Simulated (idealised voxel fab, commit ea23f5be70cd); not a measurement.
process module | voxel fin reveal
cross-section cut | 290 nm wide | cells 5 nm
A cross-section is a grid of square cells, given in bands from the top down. A band is one or more rows of cells.
Each band's line starts with the height of the band's top and of its bottom, in nm. Then come its materials from left to right, each with its width in nm. One material with "throughout" fills the band from edge to edge. "air" is empty space.
Height 0 is the level under which the wafer as received is all one material. The lowest band goes on downwards, as in "0 down".
A width such as "30 to 40" changes by the same amount from each row of cells to the next, from the band's top row to its bottom row.
"no change" after a step means that no cell of the cross-section changed.
closed voids: empty space of 8 cells or more with no open way to the top, each as width x height at its distance from the left edge, in nm
after a step's settings: what the simulator itself notes on the step
overlay nm, on a step with a mask: how far to the right of its planned place the mask lay; to the left if negative
plan
1 op RECEIVE | material Si
2 op CONFORMAL_DEP | material SiN | thk nm 5
3 op DIRECTIONAL_DEP | material aC | thk nm 10
4 op PATTERN | tone cover | mask id FINS | material resist | width nm 15 | pitch nm 35 | thk nm 30 | overlay nm 0
5 op DIRECTIONAL_ETCH | etch materials aC | depth nm 10
6 op STRIP | etch materials resist
7 op DIRECTIONAL_ETCH | etch materials SiN | depth nm 5
8 op DIRECTIONAL_ETCH | etch materials Si | depth nm 30
9 op STRIP | etch materials aC
10 op OXIDIZE | depth nm 5
11 op FILL_DEP | material SiO2 | thk nm 15
12 op CMP | height nm 5
13 op SELECTIVE_ETCH | etch materials SiO2 | depth nm 20
14 op STRIP | etch materials SiN
15 op CONFORMAL_DEP | material HfO2 | thk nm 5
as received, after step 1
  0 down: Si throughout
  closed voids: none
a wafer at the end: this start, this plan, one mistake
  5 to 0: air 120 | HfO2 15 | air 20 | HfO2 15 | air 120
  0 to -30: air 120 | HfO2 5 | Si 5 | HfO2 5 | air 20 | HfO2 5 | Si 5 | HfO2 5 | air 120
  -30 to -35: HfO2 125 | Si 5 | HfO2 30 | Si 5 | HfO2 125
  -35 down: Si throughout
  closed voids: none
what went wrong: step 13 was run twice
